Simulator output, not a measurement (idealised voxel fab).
You're looking at the process module voxel spacer lines.
Square cell edge 5 nm, section width 290 nm, ID cut.
Just so we're on the same page, the cross-sections are grids of square cells, and they're listed out in bands top to bottom, each band one or more rows deep.
Band: top and bottom heights (nm) first, top before bottom; then materials from left to right, widths in nm. "throughout" marks a sole material filling the band edge to edge. "air" denotes empty space.
Measure heights from 0. That's the level where, below it, the as-received wafer is all one material. The lowest band is bottomless and extends downward; write it as in "0..down".
The expression "30 to 40" gives the width at the extremes of the band, the first number at its top row of cells and the second at its bottom row, with the width changing by equal amounts from each row to the next in between.
No cell of the cross-section changed in a step that is given as "no change".
Look at "Non-vented voids" for the closed voids: empty spaces with no open path to the top, sized 8 cells or up. Each is width x height at distance, distance from the left edge, all nm.
On each step's line, the part that comes after the settings is the simulator's own comment on the step.
overlay nm: mask offset rightward from planned place, masked step; negative means leftward offset.
These are the steps we planned for the process:
1,RECEIVE | material Si
2,CONFORMAL_DEP | material Al2O3 | thk nm 10
3,DIRECTIONAL_DEP | material W | thk nm 10
4,DIRECTIONAL_DEP | material polySi | thk nm 30
5,PATTERN | tone cover | mask id MANDREL | material resist | width nm 20 | pitch nm 60 | thk nm 40 | overlay nm 0
6,DIRECTIONAL_ETCH | etch materials polySi | depth nm 30
7,STRIP | etch materials resist
8,CONFORMAL_DEP | material SiN | thk nm 10
9,DIRECTIONAL_ETCH | etch materials SiN | depth nm 10
10,STRIP | etch materials polySi
11,DIRECTIONAL_ETCH | etch materials W | depth nm 10
12,STRIP | etch materials SiN
First of two wafers, processed according to plan:
Step 1 complete: cross-section of the wafer as received:
> 0..down  Si throughout
> Non-vented voids: none
How the wafer stands in section after step 2:
> 10..0  Al2O3 throughout
> Below a height of 0, the structure has not been altered.
How the wafer stands in section after step 3:
> 20..10  W throughout
> Below a height of 10, the structure has not been altered.
How the wafer stands in section after step 4:
> 50..20  polySi throughout
> Below a height of 20, the structure has not been altered.
How the wafer stands in section after step 5:
> 90..50  105 nm air  20 nm resist  40 nm air  20 nm resist  105 nm air
> Below a height of 50, the structure has not been altered.
How the wafer stands in section after step 6:
> 90..50  105 nm air  20 nm resist  40 nm air  20 nm resist  105 nm air
> 50..20  105 nm air  20 nm polySi  40 nm air  20 nm polySi  105 nm air
> Below a height of 20, the structure has not been altered.
How the wafer stands in section after step 7:
> 50..20  105 nm air  20 nm polySi  40 nm air  20 nm polySi  105 nm air
> Below a height of 20, the structure has not been altered.
How the wafer stands in section after step 8:
> 60..50  95 nm air  40 nm SiN  20 nm air  40 nm SiN  95 nm air
> 50..30  95 nm air  10 nm SiN  20 nm polySi  10 nm SiN  20 nm air  10 nm SiN  20 nm polySi  10 nm SiN  95 nm air
> 30..20  105 nm SiN  20 nm polySi  40 nm SiN  20 nm polySi  105 nm SiN
> Below a height of 20, the structure has not been altered.
How the wafer stands in section after step 9:
> 50..20  95 nm air  10 nm SiN  20 nm polySi  10 nm SiN  20 nm air  10 nm SiN  20 nm polySi  10 nm SiN  95 nm air
> Below a height of 20, the structure has not been altered.
How the wafer stands in section after step 10:
> 50..20  95 nm air  10 nm SiN  20 nm air  10 nm SiN  20 nm air  10 nm SiN  20 nm air  10 nm SiN  95 nm air
> Below a height of 20, the structure has not been altered.
How the wafer stands in section after step 11:
> 50..20  95 nm air  10 nm SiN  20 nm air  10 nm SiN  20 nm air  10 nm SiN  20 nm air  10 nm SiN  95 nm air
> 20..10  95 nm air  10 nm W  20 nm air  10 nm W  20 nm air  10 nm W  20 nm air  10 nm W  95 nm air
> Below a height of 10, the structure has not been altered.
How the wafer stands in section after step 12:
> 20..10  95 nm air  10 nm W  20 nm air  10 nm W  20 nm air  10 nm W  20 nm air  10 nm W  95 nm air
> Below a height of 10, the structure has not been altered.
Second wafer: like start, like plan, one mistake. Through step 4 it matches the first wafer:
Planned end of step 5: second wafer, cross-section:
> 90..50  100 nm air  30 nm resist  30 nm air  30 nm resist  100 nm air
> Below a height of 50, the structure has not been altered.
Planned end of step 6: second wafer, cross-section:
> 90..50  100 nm air  30 nm resist  30 nm air  30 nm resist  100 nm air
> 50..20  100 nm air  30 nm polySi  30 nm air  30 nm polySi  100 nm air
> Below a height of 20, the structure has not been altered.
Planned end of step 7: second wafer, cross-section:
> 50..20  100 nm air  30 nm polySi  30 nm air  30 nm polySi  100 nm air
> Below a height of 20, the structure has not been altered.
Planned end of step 8: second wafer, cross-section:
> 60..50  90 nm air  50 nm SiN  10 nm air  50 nm SiN  90 nm air
> 50..30  90 nm air  10 nm SiN  30 nm polySi  10 nm SiN  10 nm air  10 nm SiN  30 nm polySi  10 nm SiN  90 nm air
> 30..20  100 nm SiN  30 nm polySi  30 nm SiN  30 nm polySi  100 nm SiN
> Below a height of 20, the structure has not been altered.
Planned end of step 9: second wafer, cross-section:
> 50..20  90 nm air  10 nm SiN  30 nm polySi  10 nm SiN  10 nm air  10 nm SiN  30 nm polySi  10 nm SiN  90 nm air
> Below a height of 20, the structure has not been altered.
Planned end of step 10: second wafer, cross-section:
> 50..20  90 nm air  10 nm SiN  30 nm air  10 nm SiN  10 nm air  10 nm SiN  30 nm air  10 nm SiN  90 nm air
> Below a height of 20, the structure has not been altered.
Planned end of step 11: second wafer, cross-section:
> 50..20  90 nm air  10 nm SiN  30 nm air  10 nm SiN  10 nm air  10 nm SiN  30 nm air  10 nm SiN  90 nm air
> 20..10  90 nm air  10 nm W  30 nm air  10 nm W  10 nm air  10 nm W  30 nm air  10 nm W  90 nm air
> Below a height of 10, the structure has not been altered.
Planned end of step 12: second wafer, cross-section:
> 20..10  90 nm air  10 nm W  30 nm air  10 nm W  10 nm air  10 nm W  30 nm air  10 nm W  90 nm air
> Below a height of 10, the structure has not been altered.
Deviation noted in wafer processing: step 5 changed vs plan, executed as PATTERN | tone cover | mask id MANDREL | material resist | width nm 30 | pitch nm 60 | thk nm 40 | overlay nm 0
Both wafers, final: cells per material equal; arrangement not.
